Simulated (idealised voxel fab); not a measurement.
process module | voxel wiring stack
cross-section cut | 210 nm wide | cells 5 nm
A cross-section is a grid of square cells, given in bands from the top down. A band is one or more rows of cells.
Each band's line starts with the height of the band's top and of its bottom, in nm. Then come its materials from left to right, each with its width in nm. One material with "throughout" fills the band from edge to edge. "air" is empty space.
Height 0 is the level under which the wafer as received is all one material. The lowest band goes on downwards, as in "0 down".
A width such as "30 to 40" changes by the same amount from each row of cells to the next, from the band's top row to its bottom row.
"no change" after a step means that no cell of the cross-section changed.
closed voids: empty space of 8 cells or more with no open way to the top, each as width x height at its distance from the left edge, in nm
after a step's settings: what the simulator itself notes on the step
overlay nm, on a step with a mask: how far to the right of its planned place the mask lay; to the left if negative
plan
1 op RECEIVE | material Si
2 op CONFORMAL_DEP | material SiO2 | thk nm 15
3 op CONFORMAL_DEP | material SiN | thk nm 5
4 op DIRECTIONAL_DEP | material SiO2 | thk nm 15
5 op PATTERN | tone open | mask id METAL_1 | material resist | width nm 25 | pitch nm 50 | thk nm 20 | overlay nm 0
6 op DIRECTIONAL_ETCH | etch materials SiO2 | depth nm 15
7 op DIRECTIONAL_ETCH | etch materials SiN | depth nm 5
8 op STRIP | etch materials resist
9 op CONFORMAL_DEP | material TiN | thk nm 5
10 op FILL_DEP | material Cu | thk nm 5
11 op CMP | height nm 35
12 op CONFORMAL_DEP | material SiCN | thk nm 5
13 op DIRECTIONAL_DEP | material lowk | thk nm 25
14 op DIRECTIONAL_DEP | material aC | thk nm 10
15 op PATTERN | tone open | mask id METAL_2_HOLES | material resist | width nm 15 | pitch nm 50 | thk nm 25 | overlay nm 0
16 op DIRECTIONAL_ETCH | etch materials aC | depth nm 10
17 op STRIP | etch materials resist
18 op DIRECTIONAL_ETCH | etch materials lowk | depth nm 25
19 op STRIP | etch materials aC
20 op PATTERN | tone open | mask id METAL_2 | material resist | width nm 25 | pitch nm 50 | thk nm 20 | overlay nm 0
21 op DIRECTIONAL_ETCH | etch materials lowk | depth nm 15
22 op DIRECTIONAL_ETCH | etch materials SiCN | depth nm 5
23 op STRIP | etch materials resist
24 op CONFORMAL_DEP | material TiN | thk nm 5
25 op FILL_DEP | material Cu | thk nm 5
26 op CMP | height nm 65
27 op CONFORMAL_DEP | material SiCN | thk nm 5
28 op DIRECTIONAL_DEP | material lowk | thk nm 30
29 op MASKED_ETCH | tone open | mask id METAL_3 | width nm 25 | pitch nm 50 | etch materials lowk | depth nm 15 | overlay nm 0
30 op DIRECTIONAL_DEP | material aC | thk nm 15
31 op PATTERN | tone open | mask id METAL_3_HOLES | material resist | width nm 15 | pitch nm 50 | thk nm 30 | overlay nm 0
32 op DIRECTIONAL_ETCH | etch materials aC | depth nm 15
33 op STRIP | etch materials resist
34 op DIRECTIONAL_ETCH | etch materials lowk | depth nm 15
35 op DIRECTIONAL_ETCH | etch materials SiCN | depth nm 5
36 op STRIP | etch materials aC
37 op CONFORMAL_DEP | material TiN | thk nm 5
38 op FILL_DEP | material Cu | thk nm 10
39 op CMP | height nm 100
40 op CONFORMAL_DEP | material SiN | thk nm 5
first wafer, as planned
as received, after step 1
  0 down: Si throughout
  closed voids: none
after step 2
  15 to 0: SiO2 throughout
  below 0: unchanged
after step 3
  20 to 15: SiN throughout
  below 15: unchanged
after step 4
  35 to 20: SiO2 throughout
  below 20: unchanged
after step 5
  55 to 35: resist 65 | air 25 | resist 25 | air 25 | resist 70
  below 35: unchanged
after step 6
  55 to 35: resist 65 | air 25 | resist 25 | air 25 | resist 70
  35 to 20: SiO2 65 | air 25 | SiO2 25 | air 25 | SiO2 70
  below 20: unchanged
after step 7
  55 to 35: resist 65 | air 25 | resist 25 | air 25 | resist 70
  35 to 20: SiO2 65 | air 25 | SiO2 25 | air 25 | SiO2 70
  20 to 15: SiN 65 | air 25 | SiN 25 | air 25 | SiN 70
  below 15: unchanged
after step 8
  35 to 20: SiO2 65 | air 25 | SiO2 25 | air 25 | SiO2 70
  below 20: unchanged
after step 9
  40 to 35: TiN 70 | air 15 | TiN 35 | air 15 | TiN 75
  35 to 20: SiO2 65 | TiN 5 | air 15 | TiN 5 | SiO2 25 | TiN 5 | air 15 | TiN 5 | SiO2 70
  20 to 15: SiN 65 | TiN 25 | SiN 25 | TiN 25 | SiN 70
  below 15: unchanged
after step 10
  45 to 40: Cu throughout
  40 to 35: TiN 70 | Cu 15 | TiN 35 | Cu 15 | TiN 75
  35 to 20: SiO2 65 | TiN 5 | Cu 15 | TiN 5 | SiO2 25 | TiN 5 | Cu 15 | TiN 5 | SiO2 70
  below 20: unchanged
after step 11
  35 to 20: SiO2 65 | TiN 5 | Cu 15 | TiN 5 | SiO2 25 | TiN 5 | Cu 15 | TiN 5 | SiO2 70
  below 20: unchanged
after step 12
  40 to 35: SiCN throughout
  below 35: unchanged
after step 13
  65 to 40: lowk throughout
  below 40: unchanged
after step 14
  75 to 65: aC throughout
  below 65: unchanged
after step 15
  100 to 75: resist 65 | air 15 | resist 35 | air 15 | resist 80
  below 75: unchanged
after step 16
  90 to 75: resist 65 | air 15 | resist 35 | air 15 | resist 80
  75 to 65: aC 65 | air 15 | aC 35 | air 15 | aC 80
  below 65: unchanged
after step 17
  75 to 65: aC 65 | air 15 | aC 35 | air 15 | aC 80
  below 65: unchanged
after step 18
  75 to 65: aC 65 | air 15 | aC 35 | air 15 | aC 80
  65 to 40: lowk 65 | air 15 | lowk 35 | air 15 | lowk 80
  below 40: unchanged
after step 19
  65 to 40: lowk 65 | air 15 | lowk 35 | air 15 | lowk 80
  below 40: unchanged
after step 20
  85 to 65: resist 65 | air 25 | resist 25 | air 25 | resist 70
  below 65: unchanged
after step 21
  85 to 65: resist 65 | air 25 | resist 25 | air 25 | resist 70
  65 to 50: lowk 65 | air 25 | lowk 25 | air 25 | lowk 70
  below 50: unchanged
after step 22
  85 to 65: resist 65 | air 25 | resist 25 | air 25 | resist 70
  65 to 50: lowk 65 | air 25 | lowk 25 | air 25 | lowk 70
  50 to 40: lowk 65 | air 15 | lowk 35 | air 15 | lowk 80
  40 to 35: SiCN 65 | air 15 | SiCN 35 | air 15 | SiCN 80
  below 35: unchanged
after step 23
  65 to 50: lowk 65 | air 25 | lowk 25 | air 25 | lowk 70
  below 50: unchanged
after step 24
  70 to 65: TiN 70 | air 15 | TiN 35 | air 15 | TiN 75
  65 to 55: lowk 65 | TiN 5 | air 15 | TiN 5 | lowk 25 | TiN 5 | air 15 | TiN 5 | lowk 70
  55 to 50: lowk 65 | TiN 5 | air 5 | TiN 15 | lowk 25 | TiN 5 | air 5 | TiN 15 | lowk 70
  50 to 40: lowk 65 | TiN 5 | air 5 | TiN 5 | lowk 35 | TiN 5 | air 5 | TiN 5 | lowk 80
  40 to 35: SiCN 65 | TiN 15 | SiCN 35 | TiN 15 | SiCN 80
  below 35: unchanged
after step 25
  75 to 70: Cu throughout
  70 to 65: TiN 70 | Cu 15 | TiN 35 | Cu 15 | TiN 75
  65 to 55: lowk 65 | TiN 5 | Cu 15 | TiN 5 | lowk 25 | TiN 5 | Cu 15 | TiN 5 | lowk 70
  55 to 50: lowk 65 | TiN 5 | Cu 5 | TiN 15 | lowk 25 | TiN 5 | Cu 5 | TiN 15 | lowk 70
  50 to 40: lowk 65 | TiN 5 | Cu 5 | TiN 5 | lowk 35 | TiN 5 | Cu 5 | TiN 5 | lowk 80
  below 40: unchanged
after step 26
  65 to 55: lowk 65 | TiN 5 | Cu 15 | TiN 5 | lowk 25 | TiN 5 | Cu 15 | TiN 5 | lowk 70
  below 55: unchanged
after step 27
  70 to 65: SiCN throughout
  below 65: unchanged
after step 28
  100 to 70: lowk throughout
  below 70: unchanged
after step 29
  100 to 85: lowk 65 | air 25 | lowk 25 | air 25 | lowk 70
  below 85: unchanged
after step 30
  115 to 100: aC 65 | air 25 | aC 25 | air 25 | aC 70
  100 to 85: lowk 65 | aC 25 | lowk 25 | aC 25 | lowk 70
  below 85: unchanged
after step 31
  145 to 115: resist 65 | air 15 | resist 35 | air 15 | resist 80
  115 to 100: aC 65 | air 15 | resist 10 | aC 25 | air 15 | resist 10 | aC 70
  below 100: unchanged
after step 32
  130 to 115: resist 65 | air 15 | resist 35 | air 15 | resist 80
  115 to 100: aC 65 | air 15 | resist 10 | aC 25 | air 15 | resist 10 | aC 70
  100 to 85: lowk 65 | air 15 | aC 10 | lowk 25 | air 15 | aC 10 | lowk 70
  below 85: unchanged
after step 33
  115 to 100: aC 65 | air 25 | aC 25 | air 25 | aC 70
  below 100: unchanged
after step 34
  115 to 100: aC 65 | air 25 | aC 25 | air 25 | aC 70
  100 to 85: lowk 65 | air 15 | aC 10 | lowk 25 | air 15 | aC 10 | lowk 70
  85 to 70: lowk 65 | air 15 | lowk 35 | air 15 | lowk 80
  below 70: unchanged
after step 35
  115 to 100: aC 65 | air 25 | aC 25 | air 25 | aC 70
  100 to 85: lowk 65 | air 15 | aC 10 | lowk 25 | air 15 | aC 10 | lowk 70
  85 to 70: lowk 65 | air 15 | lowk 35 | air 15 | lowk 80
  70 to 65: SiCN 65 | air 15 | SiCN 35 | air 15 | SiCN 80
  below 65: unchanged
after step 36
  100 to 85: lowk 65 | air 25 | lowk 25 | air 25 | lowk 70
  below 85: unchanged
after step 37
  105 to 100: TiN 70 | air 15 | TiN 35 | air 15 | TiN 75
  100 to 90: lowk 65 | TiN 5 | air 15 | TiN 5 | lowk 25 | TiN 5 | air 15 | TiN 5 | lowk 70
  90 to 85: lowk 65 | TiN 5 | air 5 | TiN 15 | lowk 25 | TiN 5 | air 5 | TiN 15 | lowk 70
  85 to 70: lowk 65 | TiN 5 | air 5 | TiN 5 | lowk 35 | TiN 5 | air 5 | TiN 5 | lowk 80
  70 to 65: SiCN 65 | TiN 15 | SiCN 35 | TiN 15 | SiCN 80
  below 65: unchanged
after step 38
  115 to 105: Cu throughout
  105 to 100: TiN 70 | Cu 15 | TiN 35 | Cu 15 | TiN 75
  100 to 90: lowk 65 | TiN 5 | Cu 15 | TiN 5 | lowk 25 | TiN 5 | Cu 15 | TiN 5 | lowk 70
  90 to 85: lowk 65 | TiN 5 | Cu 5 | TiN 15 | lowk 25 | TiN 5 | Cu 5 | TiN 15 | lowk 70
  85 to 70: lowk 65 | TiN 5 | Cu 5 | TiN 5 | lowk 35 | TiN 5 | Cu 5 | TiN 5 | lowk 80
  below 70: unchanged
after step 39
  100 to 90: lowk 65 | TiN 5 | Cu 15 | TiN 5 | lowk 25 | TiN 5 | Cu 15 | TiN 5 | lowk 70
  below 90: unchanged
after step 40
  105 to 100: SiN throughout
  below 100: unchanged
second wafer: like start, like plan, one mistake. Through step 37 it matches the first wafer
when step 38 should have ended
  115 to 105: lowk throughout
  105 to 100: TiN 70 | lowk 15 | TiN 35 | lowk 15 | TiN 75
  100 to 90: lowk 65 | TiN 5 | lowk 15 | TiN 5 | lowk 25 | TiN 5 | lowk 15 | TiN 5 | lowk 70
  90 to 85: lowk 65 | TiN 5 | lowk 5 | TiN 15 | lowk 25 | TiN 5 | lowk 5 | TiN 15 | lowk 70
  85 to 70: lowk 65 | TiN 5 | lowk 5 | TiN 5 | lowk 35 | TiN 5 | lowk 5 | TiN 5 | lowk 80
  below 70: unchanged
when step 39 should have ended
  100 to 90: lowk 65 | TiN 5 | lowk 15 | TiN 5 | lowk 25 | TiN 5 | lowk 15 | TiN 5 | lowk 70
  below 90: unchanged
when step 40 should have ended
  105 to 100: SiN throughout
  below 100: unchanged
what went wrong: step 38 ran as: op FILL_DEP | material lowk | thk nm 10
at the end the second wafer has, in cells: 20 fewer of Cu | 20 more of lowk
